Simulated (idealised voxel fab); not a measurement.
The document below concerns the process module designated voxel ribs on slabs.
The width of the displayed cross-section, cut, is 190 nm; its cells are square, with a size of 5 nm.
Cross-section format: a grid of square cells, given as bands from top to bottom; each band is one or more rows of cells. Band: top and bottom heights (nm) first, top before bottom; then materials from left to right, widths in nm. "full width" marks a sole material filling the band edge to edge. "blank" denotes empty space. Below 0: as-received wafer, all one material; heights counted from there. Lowest band: no bottom, goes on down, written "0 down". You'd read "30 to 40" like this: the band's top row of cells is as wide as the first number, its bottom row is as wide as the second, and going down, every row changes width by the same amount as the row before did. For the purposes of this document, the phrase "remains unaltered" attached to a step denotes that no cell within the cross-section was modified by that step. What "Entrapped void list" gives you is every empty space of 8 cells or more that is cut off from the top. Each appears as width x height at distance, with the distance taken from the left edge and width, height and distance all in nm. Heads up: the bit after the settings on a step's line is the simulator's remark on that step. overlay nm, on a step with a mask: how far to the right of its planned place the mask lay; to the left if negative. Guide to the pairs. Each holds a before and an after cross-section around one process step; the after cross-section is cut off at the lowest band that changed. Look under the pair for the step between them and its settings. Pairs can come from different runs of this module on the same starting wafer, so a pair follows on from the one above it only where its entry headed "Before processing" says it does.
## Before processing
    0 down: Si full width
    Entrapped void list: none
## State After Step
    30 to 0: SiO2 full width
    Under 0: no change, same as before.
    Entrapped void list: none
The step occurring between the two cross-sections depicted above is identified as DIRECTIONAL_DEP, material SiO2, thk nm 30
Before processing: this step begins from the cross-section that the pair just above shows after its step.
## State After Step
    55 to 30: SiN full width
    Under 30: no change, same as before.
    Entrapped void list: none
The step occurring between the two cross-sections depicted above is identified as DIRECTIONAL_DEP, material SiN, thk nm 25
Before processing: this step begins from the cross-section that the pair just above shows after its step.
## State After Step
    55 to 35: blank: 85 | SiN: 20 | blank: 85
    Under 35: no change, same as before.
    Entrapped void list: none
The step occurring between the two cross-sections depicted above is identified as MASKED_ETCH, tone cover, mask id RIB, width nm 20, etch materials SiN, depth nm 20, overlay nm 0
Before processing: this step begins from the cross-section that the pair just above shows after its step.
## State After Step
    75 to 55: blank: 65 | resist: 60 | blank: 65
    55 to 35: blank: 65 | resist: 20 | SiN: 20 | resist: 20 | blank: 65
    Under 35: no change, same as before.
    Entrapped void list: none
The step occurring between the two cross-sections depicted above is identified as PATTERN, tone cover, mask id SLAB, material resist, width nm 60, thk nm 20, overlay nm 0
Before processing: this step begins from the cross-section that the pair just above shows after its step.
## State After Step
    75 to 55: blank: 65 | resist: 60 | blank: 65
    55 to 35: blank: 65 | resist: 20 | SiN: 20 | resist: 20 | blank: 65
    35 to 30: blank: 65 | SiN: 60 | blank: 65
    Under 30: no change, same as before.
    Entrapped void list: none
The step occurring between the two cross-sections depicted above is identified as DIRECTIONAL_ETCH, etch materials SiN, depth nm 5
Before processing: this step begins from the cross-section that the pair just above shows after its step.
## State After Step
    55 to 35: blank: 85 | SiN: 20 | blank: 85
    Under 35: no change, same as before.
    Entrapped void list: none
The step occurring between the two cross-sections depicted above is identified as STRIP, etch materials resist
Before processing: this step begins from the cross-section that the pair just above shows after its step.
## State After Step
    70 to 55: SiO2 full width
    55 to 35: SiO2: 85 | SiN: 20 | SiO2: 85
    35 to 30: SiO2: 65 | SiN: 60 | SiO2: 65
    Under 30: no change, same as before.
    Entrapped void list: none
The step occurring between the two cross-sections depicted above is identified as FILL_DEP, material SiO2, thk nm 15
Before processing: this step begins from the cross-section that the pair just above shows after its step.
## State After Step
    65 to 55: SiO2 full width
    Under 55: no change, same as before.
    Entrapped void list: none
The step occurring between the two cross-sections depicted above is identified as CMP, height nm 65
Before processing: this step begins from the cross-section that the pair just above shows after its step.
## State After Step
    70 to 65: TiN full width
    Under 65: no change, same as before.
    Entrapped void list: none
The step occurring between the two cross-sections depicted above is identified as DIRECTIONAL_DEP, material TiN, thk nm 5
Before processing: this step begins from the cross-section that the pair just above shows after its step.
## State After Step
    80 to 70: aC full width
    Under 70: no change, same as before.
    Entrapped void list: none
The step occurring between the two cross-sections depicted above is identified as DIRECTIONAL_DEP, material aC, thk nm 10
Before processing: this step begins from the cross-section that the pair just above shows after its step.
## State After Step
    105 to 80: blank: 80 | resist: 30 | blank: 80
    Under 80: no change, same as before.
    Entrapped void list: none
The step occurring between the two cross-sections depicted above is identified as PATTERN, tone cover, mask id HEATER, material resist, width nm 30, thk nm 25, overlay nm 0
Before processing: this step begins from the cross-section that the pair just above shows after its step.
## State After Step
    95 to 80: blank: 80 | resist: 30 | blank: 80
    80 to 70: blank: 80 | aC: 30 | blank: 80
    Under 70: no change, same as before.
    Entrapped void list: none
The step occurring between the two cross-sections depicted above is identified as DIRECTIONAL_ETCH, etch materials aC, depth nm 10
Before processing: this step begins from the cross-section that the pair just above shows after its step.
## State After Step
    80 to 70: blank: 80 | aC: 30 | blank: 80
    Under 70: no change, same as before.
    Entrapped void list: none
The step occurring between the two cross-sections depicted above is identified as STRIP, etch materials resist
Before processing: this step begins from the cross-section that the pair just above shows after its step.
## State After Step
    80 to 70: blank: 80 | aC: 30 | blank: 80
    70 to 65: blank: 80 | TiN: 30 | blank: 80
    Under 65: no change, same as before.
    Entrapped void list: none
The step occurring between the two cross-sections depicted above is identified as DIRECTIONAL_ETCH, etch materials TiN, depth nm 5
Before processing: this step begins from the cross-section that the pair just above shows after its step.
## State After Step
    70 to 65: blank: 80 | TiN: 30 | blank: 80
    Under 65: no change, same as before.
    Entrapped void list: none
The step occurring between the two cross-sections depicted above is identified as STRIP, etch materials aC
Before processing: this step begins from the cross-section that the pair just above shows after its step.
## State After Step
    75 to 70: blank: 75 | SiO2: 40 | blank: 75
    70 to 65: SiO2: 80 | TiN: 30 | SiO2: 80
    Under 65: no change, same as before.
    Entrapped void list: none
The step occurring between the two cross-sections depicted above is identified as CONFORMAL_DEP, material SiO2, thk nm 5
## Before processing
    30 to 0: SiO2 full width
    0 down: Si full width
    Entrapped void list: none
## State After Step
    60 to 0: SiO2 full width
    Under 0: no change, same as before.
    Entrapped void list: none
The step occurring between the two cross-sections depicted above is identified as DIRECTIONAL_DEP, material SiO2, thk nm 30
Before processing: this step begins from the cross-section that the pair just above shows after its step.
## State After Step
    85 to 60: SiN full width
    Under 60: no change, same as before.
    Entrapped void list: none
The step occurring between the two cross-sections depicted above is identified as DIRECTIONAL_DEP, material SiN, thk nm 25
Before processing: this step begins from the cross-section that the pair just above shows after its step.
## State After Step
    85 to 65: blank: 85 | SiN: 20 | blank: 85
    Under 65: no change, same as before.
    Entrapped void list: none
The step occurring between the two cross-sections depicted above is identified as MASKED_ETCH, tone cover, mask id RIB, width nm 20, etch materials SiN, depth nm 20, overlay nm 0
Before processing: this step begins from the cross-section that the pair just above shows after its step.
## State After Step
    105 to 85: blank: 65 | resist: 60 | blank: 65
    85 to 65: blank: 65 | resist: 20 | SiN: 20 | resist: 20 | blank: 65
    Under 65: no change, same as before.
    Entrapped void list: none
The step occurring between the two cross-sections depicted above is identified as PATTERN, tone cover, mask id SLAB, material resist, width nm 60, thk nm 20, overlay nm 0
Before processing: this step begins from the cross-section that the pair just above shows after its step.
## State After Step
    105 to 85: blank: 65 | resist: 60 | blank: 65
    85 to 65: blank: 65 | resist: 20 | SiN: 20 | resist: 20 | blank: 65
    65 to 60: blank: 65 | SiN: 60 | blank: 65
    Under 60: no change, same as before.
    Entrapped void list: none
The step occurring between the two cross-sections depicted above is identified as DIRECTIONAL_ETCH, etch materials SiN, depth nm 5
Before processing: this step begins from the cross-section that the pair just above shows after its step.
## State After Step
    85 to 65: blank: 85 | SiN: 20 | blank: 85
    Under 65: no change, same as before.
    Entrapped void list: none
The step occurring between the two cross-sections depicted above is identified as STRIP, etch materials resist
Before processing: this step begins from the cross-section that the pair just above shows after its step.
## State After Step
    100 to 85: SiO2 full width
    85 to 65: SiO2: 85 | SiN: 20 | SiO2: 85
    65 to 60: SiO2: 65 | SiN: 60 | SiO2: 65
    Under 60: no change, same as before.
    Entrapped void list: none
The step occurring between the two cross-sections depicted above is identified as FILL_DEP, material SiO2, thk nm 15
Before processing: this step begins from the cross-section that the pair just above shows after its step.
## State After Step
    65 to 60: SiO2: 65 | SiN: 60 | SiO2: 65
    Under 60: no change, same as before.
    Entrapped void list: none
The step occurring between the two cross-sections depicted above is identified as CMP, height nm 65
Before processing: this step begins from the cross-section that the pair just above shows after its step.
## State After Step
    70 to 65: TiN full width
    Under 65: no change, same as before.
    Entrapped void list: none
The step occurring between the two cross-sections depicted above is identified as DIRECTIONAL_DEP, material TiN, thk nm 5
Before processing: this step begins from the cross-section that the pair just above shows after its step.
## State After Step
    80 to 70: aC full width
    Under 70: no change, same as before.
    Entrapped void list: none
The step occurring between the two cross-sections depicted above is identified as DIRECTIONAL_DEP, material aC, thk nm 10
Before processing: this step begins from the cross-section that the pair just above shows after its step.
## State After Step
    105 to 80: blank: 80 | resist: 30 | blank: 80
    Under 80: no change, same as before.
    Entrapped void list: none
The step occurring between the two cross-sections depicted above is identified as PATTERN, tone cover, mask id HEATER, material resist, width nm 30, thk nm 25, overlay nm 0
Before processing: this step begins from the cross-section that the pair just above shows after its step.
## State After Step
    95 to 80: blank: 80 | resist: 30 | blank: 80
    80 to 70: blank: 80 | aC: 30 | blank: 80
    Under 70: no change, same as before.
    Entrapped void list: none
The step occurring between the two cross-sections depicted above is identified as DIRECTIONAL_ETCH, etch materials aC, depth nm 10
Before processing: this step begins from the cross-section that the pair just above shows after its step.
## State After Step
    80 to 70: blank: 80 | aC: 30 | blank: 80
    Under 70: no change, same as before.
    Entrapped void list: none
The step occurring between the two cross-sections depicted above is identified as STRIP, etch materials resist
Before processing: this step begins from the cross-section that the pair just above shows after its step.
## State After Step
    80 to 70: blank: 80 | aC: 30 | blank: 80
    70 to 65: blank: 80 | TiN: 30 | blank: 80
    Under 65: no change, same as before.
    Entrapped void list: none
The step occurring between the two cross-sections depicted above is identified as DIRECTIONAL_ETCH, etch materials TiN, depth nm 5
Before processing: this step begins from the cross-section that the pair just above shows after its step.
## State After Step
    70 to 65: blank: 80 | TiN: 30 | blank: 80
    Under 65: no change, same as before.
    Entrapped void list: none
The step occurring between the two cross-sections depicted above is identified as STRIP, etch materials aC
Before processing: this step begins from the cross-section that the pair just above shows after its step.
## State After Step
    75 to 70: blank: 75 | SiO2: 40 | blank: 75
    70 to 65: SiO2: 80 | TiN: 30 | SiO2: 80
    Under 65: no change, same as before.
    Entrapped void list: none
The step occurring between the two cross-sections depicted above is identified as CONFORMAL_DEP, material SiO2, thk nm 5
## Before processing
    0 down: Si full width
    Entrapped void list: none
## State After Step
    25 to 0: SiN full width
    Under 0: no change, same as before.
    Entrapped void list: none
The step occurring between the two cross-sections depicted above is identified as DIRECTIONAL_DEP, material SiN, thk nm 25
Before processing: this step begins from the cross-section that the pair just above shows after its step.
## State After Step
    55 to 25: SiO2 full width
    Under 25: no change, same as before.
    Entrapped void list: none
The step occurring between the two cross-sections depicted above is identified as DIRECTIONAL_DEP, material SiO2, thk nm 30
Before processing: this step begins from the cross-section that the pair just above shows after its step.
## State After Step
    75 to 55: blank: 65 | resist: 60 | blank: 65
    Under 55: no change, same as before.
    Entrapped void list: none
The step occurring between the two cross-sections depicted above is identified as PATTERN, tone cover, mask id SLAB, material resist, width nm 60, thk nm 20, overlay nm 0
Before processing: this step begins from the cross-section that the pair just above shows after its step.
## State After Step
    55 to 25: SiO2 full width
    Under 25: no change, same as before.
    Entrapped void list: none
The step occurring between the two cross-sections depicted above is identified as STRIP, etch materials resist
Before processing: this step begins from the cross-section that the pair just above shows after its step.
## State After Step
    70 to 25: SiO2 full width
    Under 25: no change, same as before.
    Entrapped void list: none
The step occurring between the two cross-sections depicted above is identified as FILL_DEP, material SiO2, thk nm 15
Before processing: this step begins from the cross-section that the pair just above shows after its step.
## State After Step
    65 to 25: SiO2 full width
    Under 25: no change, same as before.
    Entrapped void list: none
The step occurring between the two cross-sections depicted above is identified as CMP, height nm 65
Before processing: this step begins from the cross-section that the pair just above shows after its step.
## State After Step
    70 to 65: TiN full width
    Under 65: no change, same as before.
    Entrapped void list: none
The step occurring between the two cross-sections depicted above is identified as DIRECTIONAL_DEP, material TiN, thk nm 5
Before processing: this step begins from the cross-section that the pair just above shows after its step.
## State After Step
    80 to 70: aC full width
    Under 70: no change, same as before.
    Entrapped void list: none
The step occurring between the two cross-sections depicted above is identified as DIRECTIONAL_DEP, material aC, thk nm 10
Before processing: this step begins from the cross-section that the pair just above shows after its step.
## State After Step
    105 to 80: blank: 80 | resist: 30 | blank: 80
    Under 80: no change, same as before.
    Entrapped void list: none
The step occurring between the two cross-sections depicted above is identified as PATTERN, tone cover, mask id HEATER, material resist, width nm 30, thk nm 25, overlay nm 0
Before processing: this step begins from the cross-section that the pair just above shows after its step.
## State After Step
    95 to 80: blank: 80 | resist: 30 | blank: 80
    80 to 70: blank: 80 | aC: 30 | blank: 80
    Under 70: no change, same as before.
    Entrapped void list: none
The step occurring between the two cross-sections depicted above is identified as DIRECTIONAL_ETCH, etch materials aC, depth nm 10
Before processing: this step begins from the cross-section that the pair just above shows after its step.
## State After Step
    80 to 70: blank: 80 | aC: 30 | blank: 80
    Under 70: no change, same as before.
    Entrapped void list: none
The step occurring between the two cross-sections depicted above is identified as STRIP, etch materials resist
Before processing: this step begins from the cross-section that the pair just above shows after its step.
## State After Step
    80 to 70: blank: 80 | aC: 30 | blank: 80
    70 to 65: blank: 80 | TiN: 30 | blank: 80
    Under 65: no change, same as before.
    Entrapped void list: none
The step occurring between the two cross-sections depicted above is identified as DIRECTIONAL_ETCH, etch materials TiN, depth nm 5
Before processing: this step begins from the cross-section that the pair just above shows after its step.
## State After Step
    70 to 65: blank: 80 | TiN: 30 | blank: 80
    Under 65: no change, same as before.
    Entrapped void list: none
The step occurring between the two cross-sections depicted above is identified as STRIP, etch materials aC
Before processing: this step begins from the cross-section that the pair just above shows after its step.
## State After Step
    75 to 70: blank: 75 | SiO2: 40 | blank: 75
    70 to 65: SiO2: 80 | TiN: 30 | SiO2: 80
    Under 65: no change, same as before.
    Entrapped void list: none
The step occurring between the two cross-sections depicted above is identified as CONFORMAL_DEP, material SiO2, thk nm 5
## Before processing
    70 to 55: SiO2 full width
    55 to 35: SiO2: 85 | SiN: 20 | SiO2: 85
    35 to 30: SiO2: 65 | SiN: 60 | SiO2: 65
    30 to 0: SiO2 full width
    0 down: Si full width
    Entrapped void list: none
## State After Step
    60 to 55: SiO2 full width
    Under 55: no change, same as before.
    Entrapped void list: none
The step occurring between the two cross-sections depicted above is identified as CMP, height nm 60
Before processing: this step begins from the cross-section that the pair just above shows after its step.
## State After Step
    65 to 60: TiN full width
    Under 60: no change, same as before.
    Entrapped void list: none
The step occurring between the two cross-sections depicted above is identified as DIRECTIONAL_DEP, material TiN, thk nm 5
Before processing: this step begins from the cross-section that the pair just above shows after its step.
## State After Step
    75 to 65: aC full width
    Under 65: no change, same as before.
    Entrapped void list: none
The step occurring between the two cross-sections depicted above is identified as DIRECTIONAL_DEP, material aC, thk nm 10
Before processing: this step begins from the cross-section that the pair just above shows after its step.
## State After Step
    100 to 75: blank: 80 | resist: 30 | blank: 80
    Under 75: no change, same as before.
    Entrapped void list: none
The step occurring between the two cross-sections depicted above is identified as PATTERN, tone cover, mask id HEATER, material resist, width nm 30, thk nm 25, overlay nm 0
Before processing: this step begins from the cross-section that the pair just above shows after its step.
## State After Step
    90 to 75: blank: 80 | resist: 30 | blank: 80
    75 to 65: blank: 80 | aC: 30 | blank: 80
    Under 65: no change, same as before.
    Entrapped void list: none
The step occurring between the two cross-sections depicted above is identified as DIRECTIONAL_ETCH, etch materials aC, depth nm 10
Before processing: this step begins from the cross-section that the pair just above shows after its step.
## State After Step
    75 to 65: blank: 80 | aC: 30 | blank: 80
    Under 65: no change, same as before.
    Entrapped void list: none
The step occurring between the two cross-sections depicted above is identified as STRIP, etch materials resist
Before processing: this step begins from the cross-section that the pair just above shows after its step.
## State After Step
    75 to 65: blank: 80 | aC: 30 | blank: 80
    65 to 60: blank: 80 | TiN: 30 | blank: 80
    Under 60: no change, same as before.
    Entrapped void list: none
The step occurring between the two cross-sections depicted above is identified as DIRECTIONAL_ETCH, etch materials TiN, depth nm 5
Before processing: this step begins from the cross-section that the pair just above shows after its step.
## State After Step
    65 to 60: blank: 80 | TiN: 30 | blank: 80
    Under 60: no change, same as before.
    Entrapped void list: none
The step occurring between the two cross-sections depicted above is identified as STRIP, etch materials aC
Before processing: this step begins from the cross-section that the pair just above shows after its step.
## State After Step
    70 to 65: blank: 75 | SiO2: 40 | blank: 75
    65 to 60: SiO2: 80 | TiN: 30 | SiO2: 80
    Under 60: no change, same as before.
    Entrapped void list: none
The step occurring between the two cross-sections depicted above is identified as CONFORMAL_DEP, material SiO2, thk nm 5
## Before processing
    55 to 35: blank: 85 | SiN: 20 | blank: 85
    35 to 30: SiN full width
    30 to 0: SiO2 full width
    0 down: Si full width
    Entrapped void list: none
## State After Step
    75 to 55: blank: 65 | resist: 65 | blank: 60
    55 to 35: blank: 65 | resist: 20 | SiN: 20 | resist: 25 | blank: 60
    Under 35: no change, same as before.
    Entrapped void list: none
The step occurring between the two cross-sections depicted above is identified as PATTERN, tone cover, mask id SLAB, material resist, width nm 65, thk nm 20, overlay nm 0
Before processing: this step begins from the cross-section that the pair just above shows after its step.
## State After Step
    75 to 55: blank: 65 | resist: 65 | blank: 60
    55 to 35: blank: 65 | resist: 20 | SiN: 20 | resist: 25 | blank: 60
    35 to 30: blank: 65 | SiN: 65 | blank: 60
    Under 30: no change, same as before.
    Entrapped void list: none
The step occurring between the two cross-sections depicted above is identified as DIRECTIONAL_ETCH, etch materials SiN, depth nm 5
Before processing: this step begins from the cross-section that the pair just above shows after its step.
## State After Step
    55 to 35: blank: 85 | SiN: 20 | blank: 85
    Under 35: no change, same as before.
    Entrapped void list: none
The step occurring between the two cross-sections depicted above is identified as STRIP, etch materials resist
Before processing: this step begins from the cross-section that the pair just above shows after its step.
## State After Step
    70 to 55: SiO2 full width
    55 to 35: SiO2: 85 | SiN: 20 | SiO2: 85
    35 to 30: SiO2: 65 | SiN: 65 | SiO2: 60
    Under 30: no change, same as before.
    Entrapped void list: none
The step occurring between the two cross-sections depicted above is identified as FILL_DEP, material SiO2, thk nm 15
Before processing: this step begins from the cross-section that the pair just above shows after its step.
## State After Step
    65 to 55: SiO2 full width
    Under 55: no change, same as before.
    Entrapped void list: none
The step occurring between the two cross-sections depicted above is identified as CMP, height nm 65
Before processing: this step begins from the cross-section that the pair just above shows after its step.
## State After Step
    70 to 65: TiN full width
    Under 65: no change, same as before.
    Entrapped void list: none
The step occurring between the two cross-sections depicted above is identified as DIRECTIONAL_DEP, material TiN, thk nm 5
Before processing: this step begins from the cross-section that the pair just above shows after its step.
## State After Step
    80 to 70: aC full width
    Under 70: no change, same as before.
    Entrapped void list: none
The step occurring between the two cross-sections depicted above is identified as DIRECTIONAL_DEP, material aC, thk nm 10
Before processing: this step begins from the cross-section that the pair just above shows after its step.
## State After Step
    105 to 80: blank: 80 | resist: 30 | blank: 80
    Under 80: no change, same as before.
    Entrapped void list: none
The step occurring between the two cross-sections depicted above is identified as PATTERN, tone cover, mask id HEATER, material resist, width nm 30, thk nm 25, overlay nm 0
Before processing: this step begins from the cross-section that the pair just above shows after its step.
## State After Step
    95 to 80: blank: 80 | resist: 30 | blank: 80
    80 to 70: blank: 80 | aC: 30 | blank: 80
    Under 70: no change, same as before.
    Entrapped void list: none
The step occurring between the two cross-sections depicted above is identified as DIRECTIONAL_ETCH, etch materials aC, depth nm 10
Before processing: this step begins from the cross-section that the pair just above shows after its step.
## State After Step
    80 to 70: blank: 80 | aC: 30 | blank: 80
    Under 70: no change, same as before.
    Entrapped void list: none
The step occurring between the two cross-sections depicted above is identified as STRIP, etch materials resist
Before processing: this step begins from the cross-section that the pair just above shows after its step.
## State After Step
    80 to 70: blank: 80 | aC: 30 | blank: 80
    70 to 65: blank: 80 | TiN: 30 | blank: 80
    Under 65: no change, same as before.
    Entrapped void list: none
The step occurring between the two cross-sections depicted above is identified as DIRECTIONAL_ETCH, etch materials TiN, depth nm 5
Before processing: this step begins from the cross-section that the pair just above shows after its step.
## State After Step
    70 to 65: blank: 80 | TiN: 30 | blank: 80
    Under 65: no change, same as before.
    Entrapped void list: none
The step occurring between the two cross-sections depicted above is identified as STRIP, etch materials aC
Before processing: this step begins from the cross-section that the pair just above shows after its step.
## State After Step
    75 to 70: blank: 75 | SiO2: 40 | blank: 75
    70 to 65: SiO2: 80 | TiN: 30 | SiO2: 80
    Under 65: no change, same as before.
    Entrapped void list: none
The step occurring between the two cross-sections depicted above is identified as CONFORMAL_DEP, material SiO2, thk nm 5
## Before processing
    55 to 30: SiN full width
    30 to 0: SiO2 full width
    0 down: Si full width
    Entrapped void list: none
## State After Step
    55 to 35: blank: 80 | SiN: 20 | blank: 90
    Under 35: no change, same as before.
    Entrapped void list: none
The step occurring between the two cross-sections depicted above is identified as MASKED_ETCH, tone cover, mask id RIB, width nm 20, etch materials SiN, depth nm 20, overlay nm -5
Before processing: this step begins from the cross-section that the pair just above shows after its step.
## State After Step
    75 to 55: blank: 65 | resist: 60 | blank: 65
    55 to 35: blank: 65 | resist: 15 | SiN: 20 | resist: 25 | blank: 65
    Under 35: no change, same as before.
    Entrapped void list: none
The step occurring between the two cross-sections depicted above is identified as PATTERN, tone cover, mask id SLAB, material resist, width nm 60, thk nm 20, overlay nm 0
Before processing: this step begins from the cross-section that the pair just above shows after its step.
## State After Step
    75 to 55: blank: 65 | resist: 60 | blank: 65
    55 to 35: blank: 65 | resist: 15 | SiN: 20 | resist: 25 | blank: 65
    35 to 30: blank: 65 | SiN: 60 | blank: 65
    Under 30: no change, same as before.
    Entrapped void list: none
The step occurring between the two cross-sections depicted above is identified as DIRECTIONAL_ETCH, etch materials SiN, depth nm 5
Before processing: this step begins from the cross-section that the pair just above shows after its step.
## State After Step
    55 to 35: blank: 80 | SiN: 20 | blank: 90
    Under 35: no change, same as before.
    Entrapped void list: none
The step occurring between the two cross-sections depicted above is identified as STRIP, etch materials resist
Before processing: this step begins from the cross-section that the pair just above shows after its step.
## State After Step
    70 to 55: SiO2 full width
    55 to 35: SiO2: 80 | SiN: 20 | SiO2: 90
    35 to 30: SiO2: 65 | SiN: 60 | SiO2: 65
    Under 30: no change, same as before.
    Entrapped void list: none
The step occurring between the two cross-sections depicted above is identified as FILL_DEP, material SiO2, thk nm 15
Before processing: this step begins from the cross-section that the pair just above shows after its step.
## State After Step
    65 to 55: SiO2 full width
    Under 55: no change, same as before.
    Entrapped void list: none
The step occurring between the two cross-sections depicted above is identified as CMP, height nm 65
Before processing: this step begins from the cross-section that the pair just above shows after its step.
## State After Step
    70 to 65: TiN full width
    Under 65: no change, same as before.
    Entrapped void list: none
The step occurring between the two cross-sections depicted above is identified as DIRECTIONAL_DEP, material TiN, thk nm 5
Before processing: this step begins from the cross-section that the pair just above shows after its step.
## State After Step
    80 to 70: aC full width
    Under 70: no change, same as before.
    Entrapped void list: none
The step occurring between the two cross-sections depicted above is identified as DIRECTIONAL_DEP, material aC, thk nm 10
Before processing: this step begins from the cross-section that the pair just above shows after its step.
## State After Step
    105 to 80: blank: 80 | resist: 30 | blank: 80
    Under 80: no change, same as before.
    Entrapped void list: none
The step occurring between the two cross-sections depicted above is identified as PATTERN, tone cover, mask id HEATER, material resist, width nm 30, thk nm 25, overlay nm 0
Before processing: this step begins from the cross-section that the pair just above shows after its step.
## State After Step
    95 to 80: blank: 80 | resist: 30 | blank: 80
    80 to 70: blank: 80 | aC: 30 | blank: 80
    Under 70: no change, same as before.
    Entrapped void list: none
The step occurring between the two cross-sections depicted above is identified as DIRECTIONAL_ETCH, etch materials aC, depth nm 10
Before processing: this step begins from the cross-section that the pair just above shows after its step.
## State After Step
    80 to 70: blank: 80 | aC: 30 | blank: 80
    Under 70: no change, same as before.
    Entrapped void list: none
The step occurring between the two cross-sections depicted above is identified as STRIP, etch materials resist
Before processing: this step begins from the cross-section that the pair just above shows after its step.
## State After Step
    80 to 70: blank: 80 | aC: 30 | blank: 80
    70 to 65: blank: 80 | TiN: 30 | blank: 80
    Under 65: no change, same as before.
    Entrapped void list: none
The step occurring between the two cross-sections depicted above is identified as DIRECTIONAL_ETCH, etch materials TiN, depth nm 5
Before processing: this step begins from the cross-section that the pair just above shows after its step.
## State After Step
    70 to 65: blank: 80 | TiN: 30 | blank: 80
    Under 65: no change, same as before.
    Entrapped void list: none
The step occurring between the two cross-sections depicted above is identified as STRIP, etch materials aC
Before processing: this step begins from the cross-section that the pair just above shows after its step.
## State After Step
    75 to 70: blank: 75 | SiO2: 40 | blank: 75
    70 to 65: SiO2: 80 | TiN: 30 | SiO2: 80
    Under 65: no change, same as before.
    Entrapped void list: none
The step occurring between the two cross-sections depicted above is identified as CONFORMAL_DEP, material SiO2, thk nm 5
## Before processing
    70 to 65: blank: 80 | TiN: 30 | blank: 80
    65 to 55: SiO2 full width
    55 to 35: SiO2: 85 | SiN: 20 | SiO2: 85
    35 to 30: SiO2: 65 | SiN: 60 | SiO2: 65
    30 to 0: SiO2 full width
    0 down: Si full width
    Entrapped void list: none
## State After Step
    75 to 70: blank: 75 | aC: 40 | blank: 75
    70 to 65: aC: 80 | TiN: 30 | aC: 80
    Under 65: no change, same as before.
    Entrapped void list: none
The step occurring between the two cross-sections depicted above is identified as CONFORMAL_DEP, material aC, thk nm 5
## Before processing
    55 to 30: SiN full width
    30 to 0: SiO2 full width
    0 down: Si full width
    Entrapped void list: none
## State After Step
    55 to 35: SiN: 85 | blank: 20 | SiN: 85
    Under 35: no change, same as before.
    Entrapped void list: none
The step occurring between the two cross-sections depicted above is identified as MASKED_ETCH, tone open, mask id RIB, width nm 20, etch materials SiN, depth nm 20, overlay nm 0
Before processing: this step begins from the cross-section that the pair just above shows after its step.
## State After Step
    75 to 55: blank: 65 | resist: 60 | blank: 65
    55 to 35: SiN: 85 | resist: 20 | SiN: 85
    Under 35: no change, same as before.
    Entrapped void list: none
The step occurring between the two cross-sections depicted above is identified as PATTERN, tone cover, mask id SLAB, material resist, width nm 60, thk nm 20, overlay nm 0
Before processing: this step begins from the cross-section that the pair just above shows after its step.
## State After Step
    75 to 55: blank: 65 | resist: 60 | blank: 65
    55 to 50: blank: 65 | SiN: 20 | resist: 20 | SiN: 20 | blank: 65
    Under 50: no change, same as before.
    Entrapped void list: none
The step occurring between the two cross-sections depicted above is identified as DIRECTIONAL_ETCH, etch materials SiN, depth nm 5
Before processing: this step begins from the cross-section that the pair just above shows after its step.
## State After Step
    55 to 50: blank: 65 | SiN: 20 | blank: 20 | SiN: 20 | blank: 65
    50 to 35: SiN: 85 | blank: 20 | SiN: 85
    Under 35: no change, same as before.
    Entrapped void list: none
The step occurring between the two cross-sections depicted above is identified as STRIP, etch materials resist
Before processing: this step begins from the cross-section that the pair just above shows after its step.
## State After Step
    70 to 55: SiO2 full width
    55 to 50: SiO2: 65 | SiN: 20 | SiO2: 20 | SiN: 20 | SiO2: 65
    50 to 35: SiN: 85 | SiO2: 20 | SiN: 85
    Under 35: no change, same as before.
    Entrapped void list: none
The step occurring between the two cross-sections depicted above is identified as FILL_DEP, material SiO2, thk nm 15
Before processing: this step begins from the cross-section that the pair just above shows after its step.
## State After Step
    65 to 55: SiO2 full width
    Under 55: no change, same as before.
    Entrapped void list: none
The step occurring between the two cross-sections depicted above is identified as CMP, height nm 65
Before processing: this step begins from the cross-section that the pair just above shows after its step.
## State After Step
    70 to 65: TiN full width
    Under 65: no change, same as before.
    Entrapped void list: none
The step occurring between the two cross-sections depicted above is identified as DIRECTIONAL_DEP, material TiN, thk nm 5
Before processing: this step begins from the cross-section that the pair just above shows after its step.
## State After Step
    80 to 70: aC full width
    Under 70: no change, same as before.
    Entrapped void list: none
The step occurring between the two cross-sections depicted above is identified as DIRECTIONAL_DEP, material aC, thk nm 10
Before processing: this step begins from the cross-section that the pair just above shows after its step.
## State After Step
    105 to 80: blank: 80 | resist: 30 | blank: 80
    Under 80: no change, same as before.
    Entrapped void list: none
The step occurring between the two cross-sections depicted above is identified as PATTERN, tone cover, mask id HEATER, material resist, width nm 30, thk nm 25, overlay nm 0
Before processing: this step begins from the cross-section that the pair just above shows after its step.
## State After Step
    95 to 80: blank: 80 | resist: 30 | blank: 80
    80 to 70: blank: 80 | aC: 30 | blank: 80
    Under 70: no change, same as before.
    Entrapped void list: none
The step occurring between the two cross-sections depicted above is identified as DIRECTIONAL_ETCH, etch materials aC, depth nm 10
Before processing: this step begins from the cross-section that the pair just above shows after its step.
## State After Step
    80 to 70: blank: 80 | aC: 30 | blank: 80
    Under 70: no change, same as before.
    Entrapped void list: none
The step occurring between the two cross-sections depicted above is identified as STRIP, etch materials resist
Before processing: this step begins from the cross-section that the pair just above shows after its step.
## State After Step
    80 to 70: blank: 80 | aC: 30 | blank: 80
    70 to 65: blank: 80 | TiN: 30 | blank: 80
    Under 65: no change, same as before.
    Entrapped void list: none
The step occurring between the two cross-sections depicted above is identified as DIRECTIONAL_ETCH, etch materials TiN, depth nm 5
Before processing: this step begins from the cross-section that the pair just above shows after its step.
## State After Step
    70 to 65: blank: 80 | TiN: 30 | blank: 80
    Under 65: no change, same as before.
    Entrapped void list: none
The step occurring between the two cross-sections depicted above is identified as STRIP, etch materials aC
Before processing: this step begins from the cross-section that the pair just above shows after its step.
## State After Step
    75 to 70: blank: 75 | SiO2: 40 | blank: 75
    70 to 65: SiO2: 80 | TiN: 30 | SiO2: 80
    Under 65: no change, same as before.
    Entrapped void list: none
The step occurring between the two cross-sections depicted above is identified as CONFORMAL_DEP, material SiO2, thk nm 5
